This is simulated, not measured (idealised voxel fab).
The process module presented herein is designated voxel wiring stack.
It is cross-section cut that appears here, measuring 290 nm in width, its square cells being 5 nm in size.
Cross-section spec: square-cell grid; bands listed top down; each band is one or more rows. Per band: top height and bottom height in nm, followed by the left-to-right materials and their widths in nm; "everywhere" marks a single material spanning edge to edge, "blank" marks empty space. Heights are expressed relative to 0, this being the level below which the as-received wafer comprises one material exclusively. The lowest band is unbounded in the downward direction and is denoted as in "0 down". A width such as "30->40" changes by the same amount from each row of cells to the next, from the band's top row to its bottom row. A step reported as "all unchanged" is a step in which no cell of the cross-section changed. Each empty space that has no open way to the top and spans at least 8 cells appears under "Fully closed voids" as width x height at distance, the distance counted from the left edge, all in nm. after a step's settings: what the simulator itself notes on the step. overlay nm, on a step with a mask: how far to the right of its planned place the mask lay; to the left if negative.
Here's what the planned process steps look like:
- 1: op RECEIVE | material Si
- 2: op CONFORMAL_DEP | material SiO2 | thk nm 15
- 3: op DIRECTIONAL_DEP | material TiN | thk nm 5
- 4: op DIRECTIONAL_DEP | material W | thk nm 15
- 5: op DIRECTIONAL_DEP | material aC | thk nm 10
- 6: op PATTERN | tone cover | mask id METAL_1 | material resist | width nm 25 | pitch nm 50 | thk nm 25 | overlay nm 0
- 7: op DIRECTIONAL_ETCH | etch materials aC | depth nm 10
- 8: op STRIP | etch materials resist
- 9: op DIRECTIONAL_ETCH | etch materials W | depth nm 15
- 10: op DIRECTIONAL_ETCH | etch materials TiN | depth nm 5
- 11: op STRIP | etch materials aC
- 12: op FILL_DEP | material SiO2 | thk nm 5
- 13: op CMP | height nm 35
- 14: op CONFORMAL_DEP | material SiCN | thk nm 5
- 15: op DIRECTIONAL_DEP | material SiO2 | thk nm 20
- 16: op MASKED_ETCH | tone open | mask id PLUG_1 | width nm 15 | etch materials SiO2 | depth nm 20 | overlay nm 0
- 17: op MASKED_ETCH | tone open | mask id PLUG_1 | width nm 15 | etch materials SiCN | depth nm 5 | overlay nm 0
- 18: op EPI | material Ru | thk nm 10
- 19: op EPI | material Ru | thk nm 10
- 20: op EPI | material Ru | thk nm 5
- 21: op CONFORMAL_DEP | material SiCN | thk nm 5
- 22: op DIRECTIONAL_DEP | material lowk | thk nm 25
- 23: op PATTERN | tone open | mask id METAL_2 | material resist | width nm 25 | pitch nm 50 | thk nm 20 | overlay nm 0
- 24: op DIRECTIONAL_ETCH | etch materials lowk | depth nm 25
- 25: op DIRECTIONAL_ETCH | etch materials SiCN | depth nm 5
- 26: op STRIP | etch materials resist
- 27: op CONFORMAL_DEP | material TiN | thk nm 5
- 28: op FILL_DEP | material Ru | thk nm 5
- 29: op CMP | height nm 90
- 30: op EPI | material Ru | thk nm 5
- 31: op FILL_DEP | material SiCN | thk nm 5
- 32: op DIRECTIONAL_DEP | material SiO2 | thk nm 20
- 33: op DIRECTIONAL_DEP | material aC | thk nm 10
- 34: op PATTERN | tone open | mask id PLUG_2 | material resist | width nm 15 | pitch nm 50 | thk nm 25 | overlay nm 0
- 35: op DIRECTIONAL_ETCH | etch materials aC | depth nm 10
- 36: op STRIP | etch materials resist
- 37: op DIRECTIONAL_ETCH | etch materials SiO2 | depth nm 20
- 38: op DIRECTIONAL_ETCH | etch materials SiCN | depth nm 5
- 39: op STRIP | etch materials aC
- 40: op EPI | material Ru | thk nm 10
- 41: op EPI | material Ru | thk nm 10
- 42: op EPI | material Ru | thk nm 5
- 43: op CONFORMAL_DEP | material SiCN | thk nm 5
- 44: op DIRECTIONAL_DEP | material SiO2 | thk nm 25
- 45: op DIRECTIONAL_DEP | material aC | thk nm 15
- 46: op PATTERN | tone open | mask id METAL_3 | material resist | width nm 25 | pitch nm 50 | thk nm 35 | overlay nm 0
- 47: op DIRECTIONAL_ETCH | etch materials aC | depth nm 15
- 48: op STRIP | etch materials resist
- 49: op DIRECTIONAL_ETCH | etch materials SiO2 | depth nm 25
- 50: op DIRECTIONAL_ETCH | etch materials SiCN | depth nm 5
- 51: op STRIP | etch materials aC
- 52: op CONFORMAL_DEP | material TiN | thk nm 5
- 53: op FILL_DEP | material Cu | thk nm 5
- 54: op CMP | height nm 150
- 55: op CONFORMAL_DEP | material SiN | thk nm 5
First of two wafers, with the run carried out as planned:
Wafer cross-section on receipt, i.e. after step 1:
0 down | Si everywhere
Fully closed voids: none
State of the wafer after step 2, shown in cross-section:
15 to 0 | SiO2 everywhere
Everything below 0 is unchanged.
State of the wafer after step 3, shown in cross-section:
20 to 15 | TiN everywhere
Everything below 15 is unchanged.
State of the wafer after step 4, shown in cross-section:
35 to 20 | W everywhere
Everything below 20 is unchanged.
State of the wafer after step 5, shown in cross-section:
45 to 35 | aC everywhere
Everything below 35 is unchanged.
State of the wafer after step 6, shown in cross-section:
70 to 45 | blank 105 nm / resist 25 nm / blank 25 nm / resist 25 nm / blank 110 nm
Everything below 45 is unchanged.
State of the wafer after step 7, shown in cross-section:
60 to 45 | blank 105 nm / resist 25 nm / blank 25 nm / resist 25 nm / blank 110 nm
45 to 35 | blank 105 nm / aC 25 nm / blank 25 nm / aC 25 nm / blank 110 nm
Everything below 35 is unchanged.
State of the wafer after step 8, shown in cross-section:
45 to 35 | blank 105 nm / aC 25 nm / blank 25 nm / aC 25 nm / blank 110 nm
Everything below 35 is unchanged.
State of the wafer after step 9, shown in cross-section:
45 to 35 | blank 105 nm / aC 25 nm / blank 25 nm / aC 25 nm / blank 110 nm
35 to 20 | blank 105 nm / W 25 nm / blank 25 nm / W 25 nm / blank 110 nm
Everything below 20 is unchanged.
State of the wafer after step 10, shown in cross-section:
45 to 35 | blank 105 nm / aC 25 nm / blank 25 nm / aC 25 nm / blank 110 nm
35 to 20 | blank 105 nm / W 25 nm / blank 25 nm / W 25 nm / blank 110 nm
20 to 15 | blank 105 nm / TiN 25 nm / blank 25 nm / TiN 25 nm / blank 110 nm
Everything below 15 is unchanged.
State of the wafer after step 11, shown in cross-section:
35 to 20 | blank 105 nm / W 25 nm / blank 25 nm / W 25 nm / blank 110 nm
Everything below 20 is unchanged.
State of the wafer after step 12, shown in cross-section:
40 to 35 | SiO2 everywhere
35 to 20 | SiO2 105 nm / W 25 nm / SiO2 25 nm / W 25 nm / SiO2 110 nm
20 to 15 | SiO2 105 nm / TiN 25 nm / SiO2 25 nm / TiN 25 nm / SiO2 110 nm
Everything below 15 is unchanged.
State of the wafer after step 13, shown in cross-section:
35 to 20 | SiO2 105 nm / W 25 nm / SiO2 25 nm / W 25 nm / SiO2 110 nm
Everything below 20 is unchanged.
State of the wafer after step 14, shown in cross-section:
40 to 35 | SiCN everywhere
Everything below 35 is unchanged.
State of the wafer after step 15, shown in cross-section:
60 to 40 | SiO2 everywhere
Everything below 40 is unchanged.
State of the wafer after step 16, shown in cross-section:
60 to 40 | SiO2 105 nm / blank 15 nm / SiO2 170 nm
Everything below 40 is unchanged.
State of the wafer after step 17, shown in cross-section:
60 to 40 | SiO2 105 nm / blank 15 nm / SiO2 170 nm
40 to 35 | SiCN 105 nm / blank 15 nm / SiCN 170 nm
Everything below 35 is unchanged.
State of the wafer after step 18, shown in cross-section:
60 to 45 | SiO2 105 nm / blank 15 nm / SiO2 170 nm
45 to 40 | SiO2 105 nm / Ru 15 nm / SiO2 170 nm
40 to 35 | SiCN 105 nm / Ru 15 nm / SiCN 170 nm
Everything below 35 is unchanged.
State of the wafer after step 19, shown in cross-section:
60 to 55 | SiO2 105 nm / blank 15 nm / SiO2 170 nm
55 to 40 | SiO2 105 nm / Ru 15 nm / SiO2 170 nm
Everything below 40 is unchanged.
State of the wafer after step 20, shown in cross-section:
60 to 40 | SiO2 105 nm / Ru 15 nm / SiO2 170 nm
Everything below 40 is unchanged.
State of the wafer after step 21, shown in cross-section:
65 to 60 | SiCN everywhere
Everything below 60 is unchanged.
State of the wafer after step 22, shown in cross-section:
90 to 65 | lowk everywhere
Everything below 65 is unchanged.
State of the wafer after step 23, shown in cross-section:
110 to 90 | resist 105 nm / blank 25 nm / resist 25 nm / blank 25 nm / resist 110 nm
Everything below 90 is unchanged.
State of the wafer after step 24, shown in cross-section:
110 to 90 | resist 105 nm / blank 25 nm / resist 25 nm / blank 25 nm / resist 110 nm
90 to 65 | lowk 105 nm / blank 25 nm / lowk 25 nm / blank 25 nm / lowk 110 nm
Everything below 65 is unchanged.
State of the wafer after step 25, shown in cross-section:
110 to 90 | resist 105 nm / blank 25 nm / resist 25 nm / blank 25 nm / resist 110 nm
90 to 65 | lowk 105 nm / blank 25 nm / lowk 25 nm / blank 25 nm / lowk 110 nm
65 to 60 | SiCN 105 nm / blank 25 nm / SiCN 25 nm / blank 25 nm / SiCN 110 nm
Everything below 60 is unchanged.
State of the wafer after step 26, shown in cross-section:
90 to 65 | lowk 105 nm / blank 25 nm / lowk 25 nm / blank 25 nm / lowk 110 nm
Everything below 65 is unchanged.
State of the wafer after step 27, shown in cross-section:
95 to 90 | TiN 110 nm / blank 15 nm / TiN 35 nm / blank 15 nm / TiN 115 nm
90 to 65 | lowk 105 nm / TiN 5 nm / blank 15 nm / TiN 5 nm / lowk 25 nm / TiN 5 nm / blank 15 nm / TiN 5 nm / lowk 110 nm
65 to 60 | SiCN 105 nm / TiN 25 nm / SiCN 25 nm / TiN 25 nm / SiCN 110 nm
Everything below 60 is unchanged.
State of the wafer after step 28, shown in cross-section:
100 to 95 | Ru everywhere
95 to 90 | TiN 110 nm / Ru 15 nm / TiN 35 nm / Ru 15 nm / TiN 115 nm
90 to 65 | lowk 105 nm / TiN 5 nm / Ru 15 nm / TiN 5 nm / lowk 25 nm / TiN 5 nm / Ru 15 nm / TiN 5 nm / lowk 110 nm
Everything below 65 is unchanged.
State of the wafer after step 29, shown in cross-section:
90 to 65 | lowk 105 nm / TiN 5 nm / Ru 15 nm / TiN 5 nm / lowk 25 nm / TiN 5 nm / Ru 15 nm / TiN 5 nm / lowk 110 nm
Everything below 65 is unchanged.
State of the wafer after step 30, shown in cross-section:
95 to 90 | blank 100 nm / Ru 35 nm / blank 15 nm / Ru 35 nm / blank 105 nm
Everything below 90 is unchanged.
State of the wafer after step 31, shown in cross-section:
100 to 95 | SiCN everywhere
95 to 90 | SiCN 100 nm / Ru 35 nm / SiCN 15 nm / Ru 35 nm / SiCN 105 nm
Everything below 90 is unchanged.
State of the wafer after step 32, shown in cross-section:
120 to 100 | SiO2 everywhere
Everything below 100 is unchanged.
State of the wafer after step 33, shown in cross-section:
130 to 120 | aC everywhere
Everything below 120 is unchanged.
State of the wafer after step 34, shown in cross-section:
155 to 130 | resist 105 nm / blank 15 nm / resist 35 nm / blank 15 nm / resist 120 nm
Everything below 130 is unchanged.
State of the wafer after step 35, shown in cross-section:
145 to 130 | resist 105 nm / blank 15 nm / resist 35 nm / blank 15 nm / resist 120 nm
130 to 120 | aC 105 nm / blank 15 nm / aC 35 nm / blank 15 nm / aC 120 nm
Everything below 120 is unchanged.
State of the wafer after step 36, shown in cross-section:
130 to 120 | aC 105 nm / blank 15 nm / aC 35 nm / blank 15 nm / aC 120 nm
Everything below 120 is unchanged.
State of the wafer after step 37, shown in cross-section:
130 to 120 | aC 105 nm / blank 15 nm / aC 35 nm / blank 15 nm / aC 120 nm
120 to 100 | SiO2 105 nm / blank 15 nm / SiO2 35 nm / blank 15 nm / SiO2 120 nm
Everything below 100 is unchanged.
State of the wafer after step 38, shown in cross-section:
130 to 120 | aC 105 nm / blank 15 nm / aC 35 nm / blank 15 nm / aC 120 nm
120 to 100 | SiO2 105 nm / blank 15 nm / SiO2 35 nm / blank 15 nm / SiO2 120 nm
100 to 95 | SiCN 105 nm / blank 15 nm / SiCN 35 nm / blank 15 nm / SiCN 120 nm
Everything below 95 is unchanged.
State of the wafer after step 39, shown in cross-section:
120 to 100 | SiO2 105 nm / blank 15 nm / SiO2 35 nm / blank 15 nm / SiO2 120 nm
Everything below 100 is unchanged.
State of the wafer after step 40, shown in cross-section:
120 to 105 | SiO2 105 nm / blank 15 nm / SiO2 35 nm / blank 15 nm / SiO2 120 nm
105 to 100 | SiO2 105 nm / Ru 15 nm / SiO2 35 nm / Ru 15 nm / SiO2 120 nm
100 to 90 | SiCN 105->100 nm / Ru 15->35 nm / SiCN 35->15 nm / Ru 15->35 nm / SiCN 120->105 nm
Everything below 90 is unchanged.
State of the wafer after step 41, shown in cross-section:
120 to 115 | SiO2 105 nm / blank 15 nm / SiO2 35 nm / blank 15 nm / SiO2 120 nm
115 to 100 | SiO2 105 nm / Ru 15 nm / SiO2 35 nm / Ru 15 nm / SiO2 120 nm
Everything below 100 is unchanged.
State of the wafer after step 42, shown in cross-section:
120 to 100 | SiO2 105 nm / Ru 15 nm / SiO2 35 nm / Ru 15 nm / SiO2 120 nm
Everything below 100 is unchanged.
State of the wafer after step 43, shown in cross-section:
125 to 120 | SiCN everywhere
Everything below 120 is unchanged.
State of the wafer after step 44, shown in cross-section:
150 to 125 | SiO2 everywhere
Everything below 125 is unchanged.
State of the wafer after step 45, shown in cross-section:
165 to 150 | aC everywhere
Everything below 150 is unchanged.
State of the wafer after step 46, shown in cross-section:
200 to 165 | resist 105 nm / blank 25 nm / resist 25 nm / blank 25 nm / resist 110 nm
Everything below 165 is unchanged.
State of the wafer after step 47, shown in cross-section:
185 to 165 | resist 105 nm / blank 25 nm / resist 25 nm / blank 25 nm / resist 110 nm
165 to 150 | aC 105 nm / blank 25 nm / aC 25 nm / blank 25 nm / aC 110 nm
Everything below 150 is unchanged.
State of the wafer after step 48, shown in cross-section:
165 to 150 | aC 105 nm / blank 25 nm / aC 25 nm / blank 25 nm / aC 110 nm
Everything below 150 is unchanged.
State of the wafer after step 49, shown in cross-section:
165 to 150 | aC 105 nm / blank 25 nm / aC 25 nm / blank 25 nm / aC 110 nm
150 to 125 | SiO2 105 nm / blank 25 nm / SiO2 25 nm / blank 25 nm / SiO2 110 nm
Everything below 125 is unchanged.
State of the wafer after step 50, shown in cross-section:
165 to 150 | aC 105 nm / blank 25 nm / aC 25 nm / blank 25 nm / aC 110 nm
150 to 125 | SiO2 105 nm / blank 25 nm / SiO2 25 nm / blank 25 nm / SiO2 110 nm
125 to 120 | SiCN 105 nm / blank 25 nm / SiCN 25 nm / blank 25 nm / SiCN 110 nm
Everything below 120 is unchanged.
State of the wafer after step 51, shown in cross-section:
150 to 125 | SiO2 105 nm / blank 25 nm / SiO2 25 nm / blank 25 nm / SiO2 110 nm
Everything below 125 is unchanged.
State of the wafer after step 52, shown in cross-section:
155 to 150 | TiN 110 nm / blank 15 nm / TiN 35 nm / blank 15 nm / TiN 115 nm
150 to 125 | SiO2 105 nm / TiN 5 nm / blank 15 nm / TiN 5 nm / SiO2 25 nm / TiN 5 nm / blank 15 nm / TiN 5 nm / SiO2 110 nm
125 to 120 | SiCN 105 nm / TiN 25 nm / SiCN 25 nm / TiN 25 nm / SiCN 110 nm
Everything below 120 is unchanged.
State of the wafer after step 53, shown in cross-section:
160 to 155 | Cu everywhere
155 to 150 | TiN 110 nm / Cu 15 nm / TiN 35 nm / Cu 15 nm / TiN 115 nm
150 to 125 | SiO2 105 nm / TiN 5 nm / Cu 15 nm / TiN 5 nm / SiO2 25 nm / TiN 5 nm / Cu 15 nm / TiN 5 nm / SiO2 110 nm
Everything below 125 is unchanged.
State of the wafer after step 54, shown in cross-section:
150 to 125 | SiO2 105 nm / TiN 5 nm / Cu 15 nm / TiN 5 nm / SiO2 25 nm / TiN 5 nm / Cu 15 nm / TiN 5 nm / SiO2 110 nm
Everything below 125 is unchanged.
State of the wafer after step 55, shown in cross-section:
155 to 150 | SiN everywhere
Everything below 150 is unchanged.
Wafer two of two - same starting point, same process plan, one mistake in execution; matches wafer one up to and including step 39:
Look at the second wafer in cross-section at the time step 41 ought to have finished:
120 to 105 | SiO2 105 nm / blank 15 nm / SiO2 35 nm / blank 15 nm / SiO2 120 nm
105 to 100 | SiO2 105 nm / Ru 15 nm / SiO2 35 nm / Ru 15 nm / SiO2 120 nm
100 to 90 | SiCN 105->100 nm / Ru 15->35 nm / SiCN 35->15 nm / Ru 15->35 nm / SiCN 120->105 nm
Everything below 90 is unchanged.
Look at the second wafer in cross-section at the time step 42 ought to have finished:
120 to 110 | SiO2 105 nm / blank 15 nm / SiO2 35 nm / blank 15 nm / SiO2 120 nm
110 to 100 | SiO2 105 nm / Ru 15 nm / SiO2 35 nm / Ru 15 nm / SiO2 120 nm
Everything below 100 is unchanged.
Look at the second wafer in cross-section at the time step 43 ought to have finished:
125 to 120 | SiCN 110 nm / blank 5 nm / SiCN 45 nm / blank 5 nm / SiCN 125 nm
120 to 115 | SiO2 105 nm / SiCN 5 nm / blank 5 nm / SiCN 5 nm / SiO2 35 nm / SiCN 5 nm / blank 5 nm / SiCN 5 nm / SiO2 120 nm
115 to 110 | SiO2 105 nm / SiCN 15 nm / SiO2 35 nm / SiCN 15 nm / SiO2 120 nm
Everything below 110 is unchanged.
Look at the second wafer in cross-section at the time step 44 ought to have finished:
150 to 140 | SiO2 110 nm / blank 5 nm / SiO2 45 nm / blank 5 nm / SiO2 125 nm
140 to 125 | SiO2 everywhere
125 to 120 | SiCN 110 nm / SiO2 5 nm / SiCN 45 nm / SiO2 5 nm / SiCN 125 nm
120 to 115 | SiO2 105 nm / SiCN 5 nm / SiO2 5 nm / SiCN 5 nm / SiO2 35 nm / SiCN 5 nm / SiO2 5 nm / SiCN 5 nm / SiO2 120 nm
Everything below 115 is unchanged.
Look at the second wafer in cross-section at the time step 45 ought to have finished:
165 to 155 | aC 110 nm / blank 5 nm / aC 45 nm / blank 5 nm / aC 125 nm
155 to 150 | aC everywhere
150 to 140 | SiO2 110 nm / aC 5 nm / SiO2 45 nm / aC 5 nm / SiO2 125 nm
Everything below 140 is unchanged.
Look at the second wafer in cross-section at the time step 46 ought to have finished:
200 to 165 | resist 105 nm / blank 25 nm / resist 25 nm / blank 25 nm / resist 110 nm
Everything below 165 is unchanged.
Look at the second wafer in cross-section at the time step 47 ought to have finished:
185 to 165 | resist 105 nm / blank 25 nm / resist 25 nm / blank 25 nm / resist 110 nm
165 to 150 | aC 105 nm / blank 25 nm / aC 25 nm / blank 25 nm / aC 110 nm
150 to 140 | SiO2 110 nm / blank 5 nm / SiO2 45 nm / blank 5 nm / SiO2 125 nm
Everything below 140 is unchanged.
Look at the second wafer in cross-section at the time step 48 ought to have finished:
165 to 150 | aC 105 nm / blank 25 nm / aC 25 nm / blank 25 nm / aC 110 nm
Everything below 150 is unchanged.
Look at the second wafer in cross-section at the time step 49 ought to have finished:
165 to 150 | aC 105 nm / blank 25 nm / aC 25 nm / blank 25 nm / aC 110 nm
150 to 125 | SiO2 105 nm / blank 25 nm / SiO2 25 nm / blank 25 nm / SiO2 110 nm
125 to 120 | SiCN 110 nm / blank 5 nm / SiCN 45 nm / blank 5 nm / SiCN 125 nm
120 to 115 | SiO2 105 nm / SiCN 5 nm / blank 5 nm / SiCN 5 nm / SiO2 35 nm / SiCN 5 nm / blank 5 nm / SiCN 5 nm / SiO2 120 nm
Everything below 115 is unchanged.
Look at the second wafer in cross-section at the time step 50 ought to have finished:
165 to 150 | aC 105 nm / blank 25 nm / aC 25 nm / blank 25 nm / aC 110 nm
150 to 125 | SiO2 105 nm / blank 25 nm / SiO2 25 nm / blank 25 nm / SiO2 110 nm
125 to 120 | SiCN 105 nm / blank 25 nm / SiCN 25 nm / blank 25 nm / SiCN 110 nm
120 to 110 | SiO2 105 nm / SiCN 5 nm / blank 5 nm / SiCN 5 nm / SiO2 35 nm / SiCN 5 nm / blank 5 nm / SiCN 5 nm / SiO2 120 nm
Everything below 110 is unchanged.
Look at the second wafer in cross-section at the time step 51 ought to have finished:
150 to 125 | SiO2 105 nm / blank 25 nm / SiO2 25 nm / blank 25 nm / SiO2 110 nm
Everything below 125 is unchanged.
Look at the second wafer in cross-section at the time step 52 ought to have finished:
155 to 150 | TiN 110 nm / blank 15 nm / TiN 35 nm / blank 15 nm / TiN 115 nm
150 to 125 | SiO2 105 nm / TiN 5 nm / blank 15 nm / TiN 5 nm / SiO2 25 nm / TiN 5 nm / blank 15 nm / TiN 5 nm / SiO2 110 nm
125 to 120 | SiCN 105 nm / TiN 25 nm / SiCN 25 nm / TiN 25 nm / SiCN 110 nm
120 to 110 | SiO2 105 nm / SiCN 5 nm / TiN 5 nm / SiCN 5 nm / SiO2 35 nm / SiCN 5 nm / TiN 5 nm / SiCN 5 nm / SiO2 120 nm
Everything below 110 is unchanged.
Look at the second wafer in cross-section at the time step 53 ought to have finished:
160 to 155 | Cu everywhere
155 to 150 | TiN 110 nm / Cu 15 nm / TiN 35 nm / Cu 15 nm / TiN 115 nm
150 to 125 | SiO2 105 nm / TiN 5 nm / Cu 15 nm / TiN 5 nm / SiO2 25 nm / TiN 5 nm / Cu 15 nm / TiN 5 nm / SiO2 110 nm
Everything below 125 is unchanged.
Look at the second wafer in cross-section at the time step 54 ought to have finished:
150 to 125 | SiO2 105 nm / TiN 5 nm / Cu 15 nm / TiN 5 nm / SiO2 25 nm / TiN 5 nm / Cu 15 nm / TiN 5 nm / SiO2 110 nm
Everything below 125 is unchanged.
Look at the second wafer in cross-section at the time step 55 ought to have finished:
155 to 150 | SiN everywhere
Everything below 150 is unchanged.
Processing error: the process omitted one of its identical steps 40 and 41, and which one is impossible to determine
Per the end-of-run cell counts, the second wafer holds more or fewer of some materials than the first: -12 Ru | +8 SiCN | +4 TiN
